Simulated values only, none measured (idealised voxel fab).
process module | voxel spacer lines
cross-section cut | 280 nm wide | cells 5 nm
A cross-section is a grid of square cells, given in bands from the top down. A band is one or more rows of cells.
Each band's line starts with the height of the band's top and of its bottom, in nm. Then come its materials from left to right, each with its width in nm. One material with "throughout" fills the band from edge to edge. "air" is empty space.
Height 0 is the level under which the wafer as received is all one material. The lowest band goes on downwards, as in "0 down".
A width such as "30 to 40" changes by the same amount from each row of cells to the next, from the band's top row to its bottom row.
"no change" after a step means that no cell of the cross-section changed.
closed voids: empty space of 8 cells or more with no open way to the top, each as width x height at its distance from the left edge, in nm
after a step's settings: what the simulator itself notes on the step
overlay nm, on a step with a mask: how far to the right of its planned place the mask lay; to the left if negative
plan
1 op RECEIVE | material Si
2 op CONFORMAL_DEP | material SiO2 | thk nm 5
3 op DIRECTIONAL_DEP | material TiN | thk nm 10
4 op DIRECTIONAL_DEP | material polySi | thk nm 25
5 op PATTERN | tone cover | mask id MANDREL | material resist | width nm 15 | pitch nm 50 | thk nm 30 | overlay nm 0
6 op DIRECTIONAL_ETCH | etch materials polySi | depth nm 25
7 op STRIP | etch materials resist
8 op CONFORMAL_DEP | material SiN | thk nm 10
9 op DIRECTIONAL_ETCH | etch materials SiN | depth nm 10
10 op STRIP | etch materials polySi
11 op DIRECTIONAL_ETCH | etch materials TiN | depth nm 10
12 op STRIP | etch materials SiN
as received, after step 1
  0 down: Si throughout
  closed voids: none
first wafer at the end, as planned
  15 to 5: air 70 | TiN 10 | air 15 | TiN 10 | air 15 | TiN 10 | air 15 | TiN 10 | air 15 | TiN 10 | air 15 | TiN 10 | air 75
  5 to 0: SiO2 throughout
  0 down: Si throughout
  closed voids: none
second wafer at the end: like start, like plan, one mistake
  15 to 10: SiO2 throughout
  10 to 0: TiN throughout
  0 down: Si throughout
  closed voids: none
what went wrong: steps 2 and 3 were swapped
at the end the second wafer has, in cells: 88 more of TiN
